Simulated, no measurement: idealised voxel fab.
Title: Process Module voxel transistor to metal
In the cross-section labelled cut, the width is 295 nm and each square cell is 5 nm.
If you're reading a cross-section in this doc, picture square cells in a grid; it comes to you as bands, top ones listed first down to the bottom, and a band can be one or more rows of cells. Heights first: top, then bottom, in nm. Then materials, left to right, each with a width in nm. "everywhere" on a single material: fills the band edge to edge. "blank": empty space. Height reference: 0 = level under which incoming wafer is all one material. Lowest band: no bottom, runs on downward, e.g. "0 down". With a width like "30 to 40", each row of cells in the band differs from the next by the same amount, the top row carrying the first number and the bottom row the second. "all unchanged" means the step left every cell of the cross-section as it was. "Closed voids list" means: voids of 8 cells or more that are shut off from the top with no open way through. Written width x height at distance, distance from the left edge, in nm. Past the settings on a step's line: simulator remark, on that step. overlay nm: mask offset rightward from planned place, masked step; negative means leftward offset.
# List of planned process steps
step 1: RECEIVE [material Si]
step 2: OXIDIZE [depth nm 5]
step 3: CONFORMAL_DEP [material SiN] [thk nm 15]
step 4: DIRECTIONAL_DEP [material aC] [thk nm 10]
step 5: PATTERN [tone cover] [mask id ACTIVE] [material resist] [width nm 95] [pitch nm 120] [thk nm 30] [overlay nm 0]
step 6: DIRECTIONAL_ETCH [etch materials aC] [depth nm 10]
step 7: STRIP [etch materials resist]
step 8: DIRECTIONAL_ETCH [etch materials SiN] [depth nm 15]
step 9: DIRECTIONAL_ETCH [etch materials SiO2] [depth nm 5]
step 10: DIRECTIONAL_ETCH [etch materials Si] [depth nm 25]
step 11: STRIP [etch materials aC]
step 12: FILL_DEP [material SiO2] [thk nm 5]
step 13: CMP [height nm 15]
step 14: SELECTIVE_ETCH [etch materials SiO2] [depth nm 15]
step 15: STRIP [etch materials SiN]
step 16: SELECTIVE_ETCH [etch materials SiO2] [depth nm 5]
step 17: OXIDIZE [depth nm 5]
step 18: DIRECTIONAL_DEP [material polySi] [thk nm 30]
step 19: DIRECTIONAL_DEP [material SiCN] [thk nm 15]
step 20: MASKED_ETCH [tone cover] [mask id GATE] [width nm 15] [pitch nm 120] [etch materials SiCN] [depth nm 25] [overlay nm 0]
step 21: MASKED_ETCH [tone cover] [mask id GATE] [width nm 15] [pitch nm 120] [etch materials polySi] [depth nm 40] [overlay nm 0]
step 22: CONFORMAL_DEP [material SiN] [thk nm 10]
step 23: DIRECTIONAL_ETCH [etch materials SiN] [depth nm 10]
step 24: DIRECTIONAL_ETCH [etch materials SiO2] [depth nm 5]
step 25: DIRECTIONAL_ETCH [etch materials Si] [depth nm 15]
step 26: EPI [material nSi] [thk nm 15]
step 27: FILL_DEP [material SiO2] [thk nm 5]
step 28: CMP [height nm 40]
step 29: DIRECTIONAL_DEP [material SiO2] [thk nm 10]
step 30: DIRECTIONAL_DEP [material aC] [thk nm 15]
step 31: PATTERN [tone open] [mask id CONTACT] [material resist] [width nm 20] [thk nm 35] [overlay nm 0]
step 32: DIRECTIONAL_ETCH [etch materials aC] [depth nm 15]
step 33: STRIP [etch materials resist]
step 34: DIRECTIONAL_ETCH [etch materials SiO2] [depth nm 60]
step 35: STRIP [etch materials aC]
step 36: CONFORMAL_DEP [material TiN] [thk nm 5]
step 37: FILL_DEP [material Ru] [thk nm 10]
step 38: CMP [height nm 50]
step 39: DIRECTIONAL_DEP [material TiN] [thk nm 5]
step 40: DIRECTIONAL_DEP [material W] [thk nm 25]
step 41: DIRECTIONAL_DEP [material aC] [thk nm 15]
step 42: PATTERN [tone cover] [mask id METAL_1] [material resist] [width nm 20] [thk nm 30] [overlay nm 0]
step 43: DIRECTIONAL_ETCH [etch materials aC] [depth nm 15]
step 44: STRIP [etch materials resist]
step 45: DIRECTIONAL_ETCH [etch materials W] [depth nm 25]
step 46: DIRECTIONAL_ETCH [etch materials TiN] [depth nm 5]
step 47: STRIP [etch materials aC]
step 48: FILL_DEP [material lowk] [thk nm 5]
step 49: CMP [height nm 80]
step 50: CONFORMAL_DEP [material SiCN] [thk nm 5]
step 51: DIRECTIONAL_DEP [material lowk] [thk nm 30]
step 52: PATTERN [tone open] [mask id METAL_2_HOLES] [material resist] [width nm 15] [pitch nm 120] [thk nm 20] [overlay nm 0]
step 53: DIRECTIONAL_ETCH [etch materials lowk] [depth nm 30]
step 54: STRIP [etch materials resist]
step 55: PATTERN [tone open] [mask id METAL_2] [material resist] [width nm 20] [pitch nm 120] [thk nm 15] [overlay nm 0]
step 56: DIRECTIONAL_ETCH [etch materials lowk] [depth nm 15]
step 57: DIRECTIONAL_ETCH [etch materials SiCN] [depth nm 5]
step 58: STRIP [etch materials resist]
step 59: CONFORMAL_DEP [material TiN] [thk nm 5]
step 60: FILL_DEP [material Ru] [thk nm 5]
step 61: CMP [height nm 115]
step 62: CONFORMAL_DEP [material SiCN] [thk nm 5]
# First of two wafers, with the run carried out as planned
# This is the cross-section of the wafer as we received it, i.e. after step 1
0 down = Si everywhere
Closed voids list: none
# after step 2
0 to -5 = SiO2 everywhere
Lower than -5, everything is as it was.
# after step 3
15 to 0 = SiN everywhere
Lower than 0, everything is as it was.
# after step 4
25 to 15 = aC everywhere
Lower than 15, everything is as it was.
# after step 5
55 to 25 = blank (40)  resist (95)  blank (25)  resist (95)  blank (40)
Lower than 25, everything is as it was.
# after step 6
45 to 25 = blank (40)  resist (95)  blank (25)  resist (95)  blank (40)
25 to 15 = blank (40)  aC (95)  blank (25)  aC (95)  blank (40)
Lower than 15, everything is as it was.
# after step 7
25 to 15 = blank (40)  aC (95)  blank (25)  aC (95)  blank (40)
Lower than 15, everything is as it was.
# after step 8
25 to 15 = blank (40)  aC (95)  blank (25)  aC (95)  blank (40)
15 to 0 = blank (40)  SiN (95)  blank (25)  SiN (95)  blank (40)
Lower than 0, everything is as it was.
# after step 9
25 to 15 = blank (40)  aC (95)  blank (25)  aC (95)  blank (40)
15 to 0 = blank (40)  SiN (95)  blank (25)  SiN (95)  blank (40)
0 to -5 = blank (40)  SiO2 (95)  blank (25)  SiO2 (95)  blank (40)
Lower than -5, everything is as it was.
# after step 10
25 to 15 = blank (40)  aC (95)  blank (25)  aC (95)  blank (40)
15 to 0 = blank (40)  SiN (95)  blank (25)  SiN (95)  blank (40)
0 to -5 = blank (40)  SiO2 (95)  blank (25)  SiO2 (95)  blank (40)
-5 to -30 = blank (40)  Si (95)  blank (25)  Si (95)  blank (40)
Lower than -30, everything is as it was.
# after step 11
15 to 0 = blank (40)  SiN (95)  blank (25)  SiN (95)  blank (40)
Lower than 0, everything is as it was.
# after step 12
20 to 15 = SiO2 everywhere
15 to 0 = SiO2 (40)  SiN (95)  SiO2 (25)  SiN (95)  SiO2 (40)
0 to -5 = SiO2 everywhere
-5 to -30 = SiO2 (40)  Si (95)  SiO2 (25)  Si (95)  SiO2 (40)
Lower than -30, everything is as it was.
# after step 13
15 to 0 = SiO2 (40)  SiN (95)  SiO2 (25)  SiN (95)  SiO2 (40)
Lower than 0, everything is as it was.
# after step 14
15 to 0 = blank (40)  SiN (95)  blank (25)  SiN (95)  blank (40)
Lower than 0, everything is as it was.
# after step 15
0 to -5 = SiO2 everywhere
Lower than -5, everything is as it was.
# after step 16
-5 to -30 = SiO2 (40)  Si (95)  SiO2 (25)  Si (95)  SiO2 (40)
Lower than -30, everything is as it was.
# after step 17
-5 to -10 = SiO2 everywhere
Lower than -10, everything is as it was.
# after step 18
25 to -5 = polySi everywhere
Lower than -5, everything is as it was.
# after step 19
40 to 25 = SiCN everywhere
Lower than 25, everything is as it was.
# after step 20
40 to 25 = blank (80)  SiCN (15)  blank (105)  SiCN (15)  blank (80)
Lower than 25, everything is as it was.
# after step 21
40 to 25 = blank (80)  SiCN (15)  blank (105)  SiCN (15)  blank (80)
25 to -5 = blank (80)  polySi (15)  blank (105)  polySi (15)  blank (80)
Lower than -5, everything is as it was.
# after step 22
50 to 40 = blank (70)  SiN (35)  blank (85)  SiN (35)  blank (70)
40 to 25 = blank (70)  SiN (10)  SiCN (15)  SiN (10)  blank (85)  SiN (10)  SiCN (15)  SiN (10)  blank (70)
25 to 5 = blank (70)  SiN (10)  polySi (15)  SiN (10)  blank (85)  SiN (10)  polySi (15)  SiN (10)  blank (70)
5 to -5 = SiN (80)  polySi (15)  SiN (105)  polySi (15)  SiN (80)
Lower than -5, everything is as it was.
# after step 23
40 to 25 = blank (70)  SiN (10)  SiCN (15)  SiN (10)  blank (85)  SiN (10)  SiCN (15)  SiN (10)  blank (70)
25 to -5 = blank (70)  SiN (10)  polySi (15)  SiN (10)  blank (85)  SiN (10)  polySi (15)  SiN (10)  blank (70)
Lower than -5, everything is as it was.
# after step 24
40 to 25 = blank (70)  SiN (10)  SiCN (15)  SiN (10)  blank (85)  SiN (10)  SiCN (15)  SiN (10)  blank (70)
25 to -5 = blank (70)  SiN (10)  polySi (15)  SiN (10)  blank (85)  SiN (10)  polySi (15)  SiN (10)  blank (70)
-5 to -10 = blank (70)  SiO2 (35)  blank (85)  SiO2 (35)  blank (70)
Lower than -10, everything is as it was.
# after step 25
40 to 25 = blank (70)  SiN (10)  SiCN (15)  SiN (10)  blank (85)  SiN (10)  SiCN (15)  SiN (10)  blank (70)
25 to -5 = blank (70)  SiN (10)  polySi (15)  SiN (10)  blank (85)  SiN (10)  polySi (15)  SiN (10)  blank (70)
-5 to -10 = blank (70)  SiO2 (35)  blank (85)  SiO2 (35)  blank (70)
-10 to -25 = SiO2 (40)  blank (30)  Si (35)  blank (30)  SiO2 (25)  blank (30)  Si (35)  blank (30)  SiO2 (40)
Lower than -25, everything is as it was.
# after step 26
40 to 25 = blank (70)  SiN (10)  SiCN (15)  SiN (10)  blank (85)  SiN (10)  SiCN (15)  SiN (10)  blank (70)
25 to 5 = blank (70)  SiN (10)  polySi (15)  SiN (10)  blank (85)  SiN (10)  polySi (15)  SiN (10)  blank (70)
5 to -5 = blank (55)  nSi (15)  SiN (10)  polySi (15)  SiN (10)  nSi (15)  blank (55)  nSi (15)  SiN (10)  polySi (15)  SiN (10)  nSi (15)  blank (55)
-5 to -10 = blank (55)  nSi (15)  SiO2 (35)  nSi (15)  blank (55)  nSi (15)  SiO2 (35)  nSi (15)  blank (55)
-10 to -25 = SiO2 (40)  nSi (30)  Si (35)  nSi (30)  SiO2 (25)  nSi (30)  Si (35)  nSi (30)  SiO2 (40)
Lower than -25, everything is as it was.
# after step 27
45 to 40 = SiO2 everywhere
40 to 25 = SiO2 (70)  SiN (10)  SiCN (15)  SiN (10)  SiO2 (85)  SiN (10)  SiCN (15)  SiN (10)  SiO2 (70)
25 to 5 = SiO2 (70)  SiN (10)  polySi (15)  SiN (10)  SiO2 (85)  SiN (10)  polySi (15)  SiN (10)  SiO2 (70)
5 to -5 = SiO2 (55)  nSi (15)  SiN (10)  polySi (15)  SiN (10)  nSi (15)  SiO2 (55)  nSi (15)  SiN (10)  polySi (15)  SiN (10)  nSi (15)  SiO2 (55)
-5 to -10 = SiO2 (55)  nSi (15)  SiO2 (35)  nSi (15)  SiO2 (55)  nSi (15)  SiO2 (35)  nSi (15)  SiO2 (55)
Lower than -10, everything is as it was.
# after step 28
40 to 25 = SiO2 (70)  SiN (10)  SiCN (15)  SiN (10)  SiO2 (85)  SiN (10)  SiCN (15)  SiN (10)  SiO2 (70)
Lower than 25, everything is as it was.
# after step 29
50 to 40 = SiO2 everywhere
Lower than 40, everything is as it was.
# after step 30
65 to 50 = aC everywhere
Lower than 50, everything is as it was.
# after step 31
100 to 65 = resist (45)  blank (20)  resist (45)  blank (20)  resist (35)  blank (20)  resist (45)  blank (20)  resist (45)
Lower than 65, everything is as it was.
# after step 32
85 to 65 = resist (45)  blank (20)  resist (45)  blank (20)  resist (35)  blank (20)  resist (45)  blank (20)  resist (45)
65 to 50 = aC (45)  blank (20)  aC (45)  blank (20)  aC (35)  blank (20)  aC (45)  blank (20)  aC (45)
Lower than 50, everything is as it was.
# after step 33
65 to 50 = aC (45)  blank (20)  aC (45)  blank (20)  aC (35)  blank (20)  aC (45)  blank (20)  aC (45)
Lower than 50, everything is as it was.
# after step 34
65 to 50 = aC (45)  blank (20)  aC (45)  blank (20)  aC (35)  blank (20)  aC (45)  blank (20)  aC (45)
50 to 40 = SiO2 (45)  blank (20)  SiO2 (45)  blank (20)  SiO2 (35)  blank (20)  SiO2 (45)  blank (20)  SiO2 (45)
40 to 25 = SiO2 (45)  blank (20)  SiO2 (5)  SiN (10)  SiCN (15)  SiN (10)  SiO2 (5)  blank (20)  SiO2 (35)  blank (20)  SiO2 (5)  SiN (10)  SiCN (15)  SiN (10)  SiO2 (5)  blank (20)  SiO2 (45)
25 to 5 = SiO2 (45)  blank (20)  SiO2 (5)  SiN (10)  polySi (15)  SiN (10)  SiO2 (5)  blank (20)  SiO2 (35)  blank (20)  SiO2 (5)  SiN (10)  polySi (15)  SiN (10)  SiO2 (5)  blank (20)  SiO2 (45)
5 to -5 = SiO2 (45)  blank (10)  nSi (15)  SiN (10)  polySi (15)  SiN (10)  nSi (15)  blank (10)  SiO2 (35)  blank (10)  nSi (15)  SiN (10)  polySi (15)  SiN (10)  nSi (15)  blank (10)  SiO2 (45)
-5 to -10 = SiO2 (45)  blank (10)  nSi (15)  SiO2 (35)  nSi (15)  blank (10)  SiO2 (35)  blank (10)  nSi (15)  SiO2 (35)  nSi (15)  blank (10)  SiO2 (45)
Lower than -10, everything is as it was.
# after step 35
50 to 40 = SiO2 (45)  blank (20)  SiO2 (45)  blank (20)  SiO2 (35)  blank (20)  SiO2 (45)  blank (20)  SiO2 (45)
Lower than 40, everything is as it was.
# after step 36
55 to 50 = TiN (50)  blank (10)  TiN (55)  blank (10)  TiN (45)  blank (10)  TiN (55)  blank (10)  TiN (50)
50 to 40 = SiO2 (45)  TiN (5)  blank (10)  TiN (5)  SiO2 (45)  TiN (5)  blank (10)  TiN (5)  SiO2 (35)  TiN (5)  blank (10)  TiN (5)  SiO2 (45)  TiN (5)  blank (10)  TiN (5)  SiO2 (45)
40 to 25 = SiO2 (45)  TiN (5)  blank (10)  TiN (5)  SiO2 (5)  SiN (10)  SiCN (15)  SiN (10)  SiO2 (5)  TiN (5)  blank (10)  TiN (5)  SiO2 (35)  TiN (5)  blank (10)  TiN (5)  SiO2 (5)  SiN (10)  SiCN (15)  SiN (10)  SiO2 (5)  TiN (5)  blank (10)  TiN (5)  SiO2 (45)
25 to 10 = SiO2 (45)  TiN (5)  blank (10)  TiN (5)  SiO2 (5)  SiN (10)  polySi (15)  SiN (10)  SiO2 (5)  TiN (5)  blank (10)  TiN (5)  SiO2 (35)  TiN (5)  blank (10)  TiN (5)  SiO2 (5)  SiN (10)  polySi (15)  SiN (10)  SiO2 (5)  TiN (5)  blank (10)  TiN (5)  SiO2 (45)
10 to 5 = SiO2 (45)  TiN (20)  SiO2 (5)  SiN (10)  polySi (15)  SiN (10)  SiO2 (5)  TiN (20)  SiO2 (35)  TiN (20)  SiO2 (5)  SiN (10)  polySi (15)  SiN (10)  SiO2 (5)  TiN (20)  SiO2 (45)
5 to -5 = SiO2 (45)  TiN (10)  nSi (15)  SiN (10)  polySi (15)  SiN (10)  nSi (15)  TiN (10)  SiO2 (35)  TiN (10)  nSi (15)  SiN (10)  polySi (15)  SiN (10)  nSi (15)  TiN (10)  SiO2 (45)
-5 to -10 = SiO2 (45)  TiN (10)  nSi (15)  SiO2 (35)  nSi (15)  TiN (10)  SiO2 (35)  TiN (10)  nSi (15)  SiO2 (35)  nSi (15)  TiN (10)  SiO2 (45)
Lower than -10, everything is as it was.
# after step 37
65 to 55 = Ru everywhere
55 to 50 = TiN (50)  Ru (10)  TiN (55)  Ru (10)  TiN (45)  Ru (10)  TiN (55)  Ru (10)  TiN (50)
50 to 40 = SiO2 (45)  TiN (5)  Ru (10)  TiN (5)  SiO2 (45)  TiN (5)  Ru (10)  TiN (5)  SiO2 (35)  TiN (5)  Ru (10)  TiN (5)  SiO2 (45)  TiN (5)  Ru (10)  TiN (5)  SiO2 (45)
40 to 25 = SiO2 (45)  TiN (5)  Ru (10)  TiN (5)  SiO2 (5)  SiN (10)  SiCN (15)  SiN (10)  SiO2 (5)  TiN (5)  Ru (10)  TiN (5)  SiO2 (35)  TiN (5)  Ru (10)  TiN (5)  SiO2 (5)  SiN (10)  SiCN (15)  SiN (10)  SiO2 (5)  TiN (5)  Ru (10)  TiN (5)  SiO2 (45)
25 to 10 = SiO2 (45)  TiN (5)  Ru (10)  TiN (5)  SiO2 (5)  SiN (10)  polySi (15)  SiN (10)  SiO2 (5)  TiN (5)  Ru (10)  TiN (5)  SiO2 (35)  TiN (5)  Ru (10)  TiN (5)  SiO2 (5)  SiN (10)  polySi (15)  SiN (10)  SiO2 (5)  TiN (5)  Ru (10)  TiN (5)  SiO2 (45)
Lower than 10, everything is as it was.
# after step 38
50 to 40 = SiO2 (45)  TiN (5)  Ru (10)  TiN (5)  SiO2 (45)  TiN (5)  Ru (10)  TiN (5)  SiO2 (35)  TiN (5)  Ru (10)  TiN (5)  SiO2 (45)  TiN (5)  Ru (10)  TiN (5)  SiO2 (45)
Lower than 40, everything is as it was.
# after step 39
55 to 50 = TiN everywhere
Lower than 50, everything is as it was.
# after step 40
80 to 55 = W everywhere
Lower than 55, everything is as it was.
# after step 41
95 to 80 = aC everywhere
Lower than 80, everything is as it was.
# after step 42
125 to 95 = blank (45)  resist (20)  blank (45)  resist (20)  blank (35)  resist (20)  blank (45)  resist (20)  blank (45)
Lower than 95, everything is as it was.
# after step 43
110 to 95 = blank (45)  resist (20)  blank (45)  resist (20)  blank (35)  resist (20)  blank (45)  resist (20)  blank (45)
95 to 80 = blank (45)  aC (20)  blank (45)  aC (20)  blank (35)  aC (20)  blank (45)  aC (20)  blank (45)
Lower than 80, everything is as it was.
# after step 44
95 to 80 = blank (45)  aC (20)  blank (45)  aC (20)  blank (35)  aC (20)  blank (45)  aC (20)  blank (45)
Lower than 80, everything is as it was.
# after step 45
95 to 80 = blank (45)  aC (20)  blank (45)  aC (20)  blank (35)  aC (20)  blank (45)  aC (20)  blank (45)
80 to 55 = blank (45)  W (20)  blank (45)  W (20)  blank (35)  W (20)  blank (45)  W (20)  blank (45)
Lower than 55, everything is as it was.
# after step 46
95 to 80 = blank (45)  aC (20)  blank (45)  aC (20)  blank (35)  aC (20)  blank (45)  aC (20)  blank (45)
80 to 55 = blank (45)  W (20)  blank (45)  W (20)  blank (35)  W (20)  blank (45)  W (20)  blank (45)
55 to 50 = blank (45)  TiN (20)  blank (45)  TiN (20)  blank (35)  TiN (20)  blank (45)  TiN (20)  blank (45)
Lower than 50, everything is as it was.
# after step 47
80 to 55 = blank (45)  W (20)  blank (45)  W (20)  blank (35)  W (20)  blank (45)  W (20)  blank (45)
Lower than 55, everything is as it was.
# after step 48
85 to 80 = lowk everywhere
80 to 55 = lowk (45)  W (20)  lowk (45)  W (20)  lowk (35)  W (20)  lowk (45)  W (20)  lowk (45)
55 to 50 = lowk (45)  TiN (20)  lowk (45)  TiN (20)  lowk (35)  TiN (20)  lowk (45)  TiN (20)  lowk (45)
Lower than 50, everything is as it was.
# after step 49
80 to 55 = lowk (45)  W (20)  lowk (45)  W (20)  lowk (35)  W (20)  lowk (45)  W (20)  lowk (45)
Lower than 55, everything is as it was.
# after step 50
85 to 80 = SiCN everywhere
Lower than 80, everything is as it was.
# after step 51
115 to 85 = lowk everywhere
Lower than 85, everything is as it was.
# after step 52
135 to 115 = resist (45)  blank (15)  resist (105)  blank (15)  resist (115)
Lower than 115, everything is as it was.
# after step 53
135 to 115 = resist (45)  blank (15)  resist (105)  blank (15)  resist (115)
115 to 85 = lowk (45)  blank (15)  lowk (105)  blank (15)  lowk (115)
Lower than 85, everything is as it was.
# after step 54
115 to 85 = lowk (45)  blank (15)  lowk (105)  blank (15)  lowk (115)
Lower than 85, everything is as it was.
# after step 55
130 to 115 = resist (45)  blank (20)  resist (100)  blank (20)  resist (110)
Lower than 115, everything is as it was.
# after step 56
130 to 115 = resist (45)  blank (20)  resist (100)  blank (20)  resist (110)
115 to 100 = lowk (45)  blank (20)  lowk (100)  blank (20)  lowk (110)
Lower than 100, everything is as it was.
# after step 57
130 to 115 = resist (45)  blank (20)  resist (100)  blank (20)  resist (110)
115 to 100 = lowk (45)  blank (20)  lowk (100)  blank (20)  lowk (110)
100 to 85 = lowk (45)  blank (15)  lowk (105)  blank (15)  lowk (115)
85 to 80 = SiCN (45)  blank (15)  SiCN (105)  blank (15)  SiCN (115)
Lower than 80, everything is as it was.
# after step 58
115 to 100 = lowk (45)  blank (20)  lowk (100)  blank (20)  lowk (110)
Lower than 100, everything is as it was.
# after step 59
120 to 115 = TiN (50)  blank (10)  TiN (110)  blank (10)  TiN (115)
115 to 105 = lowk (45)  TiN (5)  blank (10)  TiN (5)  lowk (100)  TiN (5)  blank (10)  TiN (5)  lowk (110)
105 to 100 = lowk (45)  TiN (5)  blank (5)  TiN (10)  lowk (100)  TiN (5)  blank (5)  TiN (10)  lowk (110)
100 to 85 = lowk (45)  TiN (5)  blank (5)  TiN (5)  lowk (105)  TiN (5)  blank (5)  TiN (5)  lowk (115)
85 to 80 = SiCN (45)  TiN (15)  SiCN (105)  TiN (15)  SiCN (115)
Lower than 80, everything is as it was.
# after step 60
125 to 120 = Ru everywhere
120 to 115 = TiN (50)  Ru (10)  TiN (110)  Ru (10)  TiN (115)
115 to 105 = lowk (45)  TiN (5)  Ru (10)  TiN (5)  lowk (100)  TiN (5)  Ru (10)  TiN (5)  lowk (110)
105 to 100 = lowk (45)  TiN (5)  Ru (5)  TiN (10)  lowk (100)  TiN (5)  Ru (5)  TiN (10)  lowk (110)
100 to 85 = lowk (45)  TiN (5)  Ru (5)  TiN (5)  lowk (105)  TiN (5)  Ru (5)  TiN (5)  lowk (115)
Lower than 85, everything is as it was.
# after step 61
115 to 105 = lowk (45)  TiN (5)  Ru (10)  TiN (5)  lowk (100)  TiN (5)  Ru (10)  TiN (5)  lowk (110)
Lower than 105, everything is as it was.
# after step 62
120 to 115 = SiCN everywhere
Lower than 115, everything is as it was.
# second wafer: like start, like plan, one mistake. Through step 37 it matches the first wafer
Second wafer shown in cross-section at the time step 38 was slated to end: all unchanged
# Second wafer shown in cross-section at the time step 39 was slated to end
70 to 65 = TiN everywhere
Lower than 65, everything is as it was.
# Second wafer shown in cross-section at the time step 40 was slated to end
95 to 70 = W everywhere
Lower than 70, everything is as it was.
# Second wafer shown in cross-section at the time step 41 was slated to end
110 to 95 = aC everywhere
Lower than 95, everything is as it was.
# Second wafer shown in cross-section at the time step 42 was slated to end
140 to 110 = blank (45)  resist (20)  blank (45)  resist (20)  blank (35)  resist (20)  blank (45)  resist (20)  blank (45)
Lower than 110, everything is as it was.
# Second wafer shown in cross-section at the time step 43 was slated to end
125 to 110 = blank (45)  resist (20)  blank (45)  resist (20)  blank (35)  resist (20)  blank (45)  resist (20)  blank (45)
110 to 95 = blank (45)  aC (20)  blank (45)  aC (20)  blank (35)  aC (20)  blank (45)  aC (20)  blank (45)
Lower than 95, everything is as it was.
# Second wafer shown in cross-section at the time step 44 was slated to end
110 to 95 = blank (45)  aC (20)  blank (45)  aC (20)  blank (35)  aC (20)  blank (45)  aC (20)  blank (45)
Lower than 95, everything is as it was.
# Second wafer shown in cross-section at the time step 45 was slated to end
110 to 95 = blank (45)  aC (20)  blank (45)  aC (20)  blank (35)  aC (20)  blank (45)  aC (20)  blank (45)
95 to 70 = blank (45)  W (20)  blank (45)  W (20)  blank (35)  W (20)  blank (45)  W (20)  blank (45)
Lower than 70, everything is as it was.
# Second wafer shown in cross-section at the time step 46 was slated to end
110 to 95 = blank (45)  aC (20)  blank (45)  aC (20)  blank (35)  aC (20)  blank (45)  aC (20)  blank (45)
95 to 70 = blank (45)  W (20)  blank (45)  W (20)  blank (35)  W (20)  blank (45)  W (20)  blank (45)
70 to 65 = blank (45)  TiN (20)  blank (45)  TiN (20)  blank (35)  TiN (20)  blank (45)  TiN (20)  blank (45)
Lower than 65, everything is as it was.
# Second wafer shown in cross-section at the time step 47 was slated to end
95 to 70 = blank (45)  W (20)  blank (45)  W (20)  blank (35)  W (20)  blank (45)  W (20)  blank (45)
Lower than 70, everything is as it was.
# Second wafer shown in cross-section at the time step 48 was slated to end
100 to 95 = lowk everywhere
95 to 70 = lowk (45)  W (20)  lowk (45)  W (20)  lowk (35)  W (20)  lowk (45)  W (20)  lowk (45)
70 to 65 = lowk (45)  TiN (20)  lowk (45)  TiN (20)  lowk (35)  TiN (20)  lowk (45)  TiN (20)  lowk (45)
Lower than 65, everything is as it was.
# Second wafer shown in cross-section at the time step 49 was slated to end
80 to 70 = lowk (45)  W (20)  lowk (45)  W (20)  lowk (35)  W (20)  lowk (45)  W (20)  lowk (45)
Lower than 70, everything is as it was.
# Second wafer shown in cross-section at the time step 50 was slated to end
85 to 80 = SiCN everywhere
Lower than 80, everything is as it was.
# Second wafer shown in cross-section at the time step 51 was slated to end
115 to 85 = lowk everywhere
Lower than 85, everything is as it was.
# Second wafer shown in cross-section at the time step 52 was slated to end
135 to 115 = resist (45)  blank (15)  resist (105)  blank (15)  resist (115)
Lower than 115, everything is as it was.
# Second wafer shown in cross-section at the time step 53 was slated to end
135 to 115 = resist (45)  blank (15)  resist (105)  blank (15)  resist (115)
115 to 85 = lowk (45)  blank (15)  lowk (105)  blank (15)  lowk (115)
Lower than 85, everything is as it was.
# Second wafer shown in cross-section at the time step 54 was slated to end
115 to 85 = lowk (45)  blank (15)  lowk (105)  blank (15)  lowk (115)
Lower than 85, everything is as it was.
# Second wafer shown in cross-section at the time step 55 was slated to end
130 to 115 = resist (45)  blank (20)  resist (100)  blank (20)  resist (110)
Lower than 115, everything is as it was.
# Second wafer shown in cross-section at the time step 56 was slated to end
130 to 115 = resist (45)  blank (20)  resist (100)  blank (20)  resist (110)
115 to 100 = lowk (45)  blank (20)  lowk (100)  blank (20)  lowk (110)
Lower than 100, everything is as it was.
# Second wafer shown in cross-section at the time step 57 was slated to end
130 to 115 = resist (45)  blank (20)  resist (100)  blank (20)  resist (110)
115 to 100 = lowk (45)  blank (20)  lowk (100)  blank (20)  lowk (110)
100 to 85 = lowk (45)  blank (15)  lowk (105)  blank (15)  lowk (115)
85 to 80 = SiCN (45)  blank (15)  SiCN (105)  blank (15)  SiCN (115)
Lower than 80, everything is as it was.
# Second wafer shown in cross-section at the time step 58 was slated to end
115 to 100 = lowk (45)  blank (20)  lowk (100)  blank (20)  lowk (110)
Lower than 100, everything is as it was.
# Second wafer shown in cross-section at the time step 59 was slated to end
120 to 115 = TiN (50)  blank (10)  TiN (110)  blank (10)  TiN (115)
115 to 105 = lowk (45)  TiN (5)  blank (10)  TiN (5)  lowk (100)  TiN (5)  blank (10)  TiN (5)  lowk (110)
105 to 100 = lowk (45)  TiN (5)  blank (5)  TiN (10)  lowk (100)  TiN (5)  blank (5)  TiN (10)  lowk (110)
100 to 85 = lowk (45)  TiN (5)  blank (5)  TiN (5)  lowk (105)  TiN (5)  blank (5)  TiN (5)  lowk (115)
85 to 80 = SiCN (45)  TiN (15)  SiCN (105)  TiN (15)  SiCN (115)
Lower than 80, everything is as it was.
# Second wafer shown in cross-section at the time step 60 was slated to end
125 to 120 = Ru everywhere
120 to 115 = TiN (50)  Ru (10)  TiN (110)  Ru (10)  TiN (115)
115 to 105 = lowk (45)  TiN (5)  Ru (10)  TiN (5)  lowk (100)  TiN (5)  Ru (10)  TiN (5)  lowk (110)
105 to 100 = lowk (45)  TiN (5)  Ru (5)  TiN (10)  lowk (100)  TiN (5)  Ru (5)  TiN (10)  lowk (110)
100 to 85 = lowk (45)  TiN (5)  Ru (5)  TiN (5)  lowk (105)  TiN (5)  Ru (5)  TiN (5)  lowk (115)
Lower than 85, everything is as it was.
# Second wafer shown in cross-section at the time step 61 was slated to end
115 to 105 = lowk (45)  TiN (5)  Ru (10)  TiN (5)  lowk (100)  TiN (5)  Ru (10)  TiN (5)  lowk (110)
Lower than 105, everything is as it was.
# Second wafer shown in cross-section at the time step 62 was slated to end
120 to 115 = SiCN everywhere
Lower than 115, everything is as it was.
Want to know what went wrong? heads up, step 38 of the plan was skipped and never actually ran
End check, counted in cells, second wafer has more or fewer of these materials than the first: +126 Ru | +51 TiN | -48 W | -129 lowk
